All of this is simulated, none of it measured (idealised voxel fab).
Name of the process module below: voxel transistor to metal
In the cross-section labelled cut, the width is 180 nm and each square cell is 5 nm.
In this document a cross-section is written as a grid of square cells. It is given as a series of bands, listed from the top down, and a band is one or more rows of cells.
Quick guide to a band line: top height, bottom height (nm) up front; then every material left to right with its width in nm. Only one material and it's marked "everywhere"? Then it fills the band edge to edge. And "empty" just means empty space.
Height datum 0, below which the as-received substrate wafer is one material. Lowest band open at the bottom, running downward: "0 nm and below".
Top row gets the first number, bottom row gets the second, and each row in between changes by the same step: that is how a band width like "30->40" works.
The cross-section has no changed cell in any step marked "left unchanged".
Enclosed voids (no open way to top), threshold 8 cells or more, entry "Sealed voids", notation width x height at distance, distance from left edge, nm.
Text after the settings on a step's line: the simulator's own remark on that step.
Among the settings permitted on a step's line is "overlay nm"; applied to a step with a mask, it specifies the extent to which the mask lay to the right of its planned position, whereas a negative figure signifies a position to the left.

**The steps planned for the process are as follows**
1) RECEIVE with material Si
2) OXIDIZE with depth nm 5
3) CONFORMAL_DEP with material SiN, thk nm 10
4) DIRECTIONAL_DEP with material aC, thk nm 15
5) PATTERN with tone cover, mask id ACTIVE, material resist, width nm 125, thk nm 35, overlay nm 0
6) DIRECTIONAL_ETCH with etch materials aC, depth nm 15
7) STRIP with etch materials resist
8) DIRECTIONAL_ETCH with etch materials SiN, depth nm 10
9) DIRECTIONAL_ETCH with etch materials SiO2, depth nm 5
10) DIRECTIONAL_ETCH with etch materials Si, depth nm 35
11) STRIP with etch materials aC
12) OXIDIZE with depth nm 5
13) FILL_DEP with material SiO2, thk nm 5
14) CMP with height nm 10
15) SELECTIVE_ETCH with etch materials SiO2, depth nm 5
16) STRIP with etch materials SiN
17) SELECTIVE_ETCH with etch materials SiO2, depth nm 5
18) OXIDIZE with depth nm 5
19) DIRECTIONAL_DEP with material polySi, thk nm 25
20) DIRECTIONAL_DEP with material SiCN, thk nm 15
21) DIRECTIONAL_DEP with material aC, thk nm 10
22) PATTERN with tone cover, mask id GATE, material resist, width nm 35, thk nm 30, overlay nm 0
23) DIRECTIONAL_ETCH with etch materials aC, depth nm 10
24) STRIP with etch materials resist
25) DIRECTIONAL_ETCH with etch materials SiCN, depth nm 25
26) DIRECTIONAL_ETCH with etch materials polySi, depth nm 35
27) STRIP with etch materials aC
28) CONFORMAL_DEP with material SiN, thk nm 5
29) DIRECTIONAL_ETCH with etch materials SiN, depth nm 5
30) DIRECTIONAL_ETCH with etch materials SiO2, depth nm 5
31) DIRECTIONAL_ETCH with etch materials Si, depth nm 5
32) EPI with material pSi, thk nm 10
33) FILL_DEP with material SiO2, thk nm 10
34) CMP with height nm 20
35) STRIP with etch materials polySi
36) SELECTIVE_ETCH with etch materials SiO2, depth nm 5
37) CONFORMAL_DEP with material HfO2, thk nm 5
38) CONFORMAL_DEP with material TiN, thk nm 5
39) FILL_DEP with material W, thk nm 10
40) CMP with height nm 15
41) DIRECTIONAL_DEP with material SiO2, thk nm 10
42) MASKED_ETCH with tone open, mask id CONTACT, width nm 15, pitch nm 90, etch materials SiO2, depth nm 30, overlay nm -15
43) CONFORMAL_DEP with material TiN, thk nm 5
44) FILL_DEP with material W, thk nm 5
45) CMP with height nm 25
46) CONFORMAL_DEP with material SiN, thk nm 5
47) DIRECTIONAL_DEP with material lowk, thk nm 20
48) PATTERN with tone open, mask id METAL_1, material resist, width nm 15, pitch nm 90, thk nm 15, overlay nm 0
49) DIRECTIONAL_ETCH with etch materials lowk, depth nm 20
50) DIRECTIONAL_ETCH with etch materials SiN, depth nm 5
51) STRIP with etch materials resist
52) CONFORMAL_DEP with material TiN, thk nm 5
53) FILL_DEP with material Cu, thk nm 5
54) CMP with height nm 50
55) EPI with material Ru, thk nm 5
56) FILL_DEP with material SiCN, thk nm 5
It is noted that the wafers described herein are identical at the outset and are distinguished by the overlay nm of step 42; the value stated in the plan corresponds to the first wafer.

**Cross-sectional view of the first of several wafers in the as-received condition, corresponding to the state following step 1**
	0 nm and below: Si everywhere
	Sealed voids: none

**After the module's final step, step 56: the first of several wafers in cross-section**
	60 nm to 55 nm: SiCN everywhere
	55 nm to 50 nm: SiCN (30), Ru (25), SiCN (65), Ru (25), SiCN (35)
	50 nm to 30 nm: lowk (35), TiN (5), Cu (5), TiN (5), lowk (75), TiN (5), Cu (5), TiN (5), lowk (40)
	30 nm to 25 nm: SiN (35), TiN (15), SiN (75), TiN (15), SiN (40)
	25 nm to 15 nm: SiO2 (20), TiN (5), W (5), TiN (5), SiO2 (75), TiN (5), W (5), TiN (5), SiO2 (55)
	15 nm to 5 nm: SiO2 (20), TiN (5), W (5), TiN (5), SiO2 (30), SiN (5), HfO2 (5), TiN (5), W (15), TiN (5), HfO2 (5), SiN (5), TiN (5), W (5), TiN (5), SiO2 (55)
	5 nm to 0 nm: SiO2 (20), TiN (15), SiO2 (30), SiN (5), HfO2 (5), TiN (5), W (15), TiN (5), HfO2 (5), SiN (5), TiN (15), SiO2 (55)
	0 nm to -5 nm: SiO2 (20), SiN (5), TiN (10), SiO2 (20), pSi (10), SiN (5), HfO2 (5), TiN (25), HfO2 (5), SiN (5), pSi (10), TiN (5), SiO2 (25), SiN (5), SiO2 (25)
	-5 nm to -10 nm: SiO2 (25), pSi (40), HfO2 (45), pSi (40), SiO2 (30)
	-10 nm to -15 nm: SiO2 (30), pSi (35), Si (45), pSi (35), SiO2 (35)
	-15 nm to -45 nm: SiO2 (30), Si (115), SiO2 (35)
	-45 nm and below: Si everywhere
	Sealed voids: none

**Cross-section at module completion, last wafer**
	60 nm to 55 nm: SiCN everywhere
	55 nm to 50 nm: SiCN (30), Ru (25), SiCN (65), Ru (25), SiCN (35)
	50 nm to 30 nm: lowk (35), TiN (5), Cu (5), TiN (5), lowk (75), TiN (5), Cu (5), TiN (5), lowk (40)
	30 nm to 25 nm: SiN (35), TiN (15), SiN (75), TiN (15), SiN (40)
	25 nm to 15 nm: SiO2 (50), TiN (5), W (5), TiN (5), SiO2 (75), TiN (5), W (5), TiN (5), SiO2 (25)
	15 nm to 5 nm: SiO2 (50), TiN (5), W (5), TiN (5), SiN (5), HfO2 (5), TiN (5), W (15), TiN (5), HfO2 (5), SiN (5), SiO2 (30), TiN (5), W (5), TiN (5), SiO2 (25)
	5 nm to 0 nm: SiO2 (50), TiN (15), SiN (5), HfO2 (5), TiN (5), W (15), TiN (5), HfO2 (5), SiN (5), SiO2 (30), TiN (15), SiO2 (25)
	0 nm to -5 nm: SiO2 (20), SiN (5), SiO2 (25), TiN (5), pSi (10), SiN (5), HfO2 (5), TiN (25), HfO2 (5), SiN (5), pSi (10), SiO2 (20), TiN (10), SiN (5), SiO2 (25)
	-5 nm to -10 nm: SiO2 (25), pSi (40), HfO2 (45), pSi (40), SiO2 (30)
	-10 nm to -15 nm: SiO2 (30), pSi (35), Si (45), pSi (35), SiO2 (35)
	-15 nm to -45 nm: SiO2 (30), Si (115), SiO2 (35)
	-45 nm and below: Si everywhere
	Sealed voids: none

**Take any row and you have a wafer at the end of the module: how many cells of each material it has gained (+) or lost (-) since it was received, and then its closed voids**
overlay nm -15; +8 Cu; +17 HfO2; +10 Ru; -177 Si; +62 SiCN; +40 SiN; +243 SiO2; +58 TiN; +17 W; +120 lowk; +34 pSi; Sealed voids: none
overlay nm -10; +8 Cu; +17 HfO2; +10 Ru; -177 Si; +62 SiCN; +40 SiN; +241 SiO2; +59 TiN; +18 W; +120 lowk; +34 pSi; Sealed voids: none
overlay nm -5; +8 Cu; +17 HfO2; +10 Ru; -177 Si; +62 SiCN; +40 SiN; +240 SiO2; +59 TiN; +19 W; +120 lowk; +34 pSi; Sealed voids: none
overlay nm 0; +8 Cu; +17 HfO2; +10 Ru; -177 Si; +62 SiCN; +40 SiN; +240 SiO2; +59 TiN; +19 W; +120 lowk; +34 pSi; Sealed voids: none
overlay nm 5; +8 Cu; +17 HfO2; +10 Ru; -177 Si; +62 SiCN; +40 SiN; +240 SiO2; +59 TiN; +19 W; +120 lowk; +34 pSi; Sealed voids: none
overlay nm 10; +8 Cu; +17 HfO2; +10 Ru; -177 Si; +62 SiCN; +40 SiN; +241 SiO2; +59 TiN; +18 W; +120 lowk; +34 pSi; Sealed voids: none
overlay nm 15; +8 Cu; +17 HfO2; +10 Ru; -177 Si; +62 SiCN; +40 SiN; +243 SiO2; +58 TiN; +17 W; +120 lowk; +34 pSi; Sealed voids: none
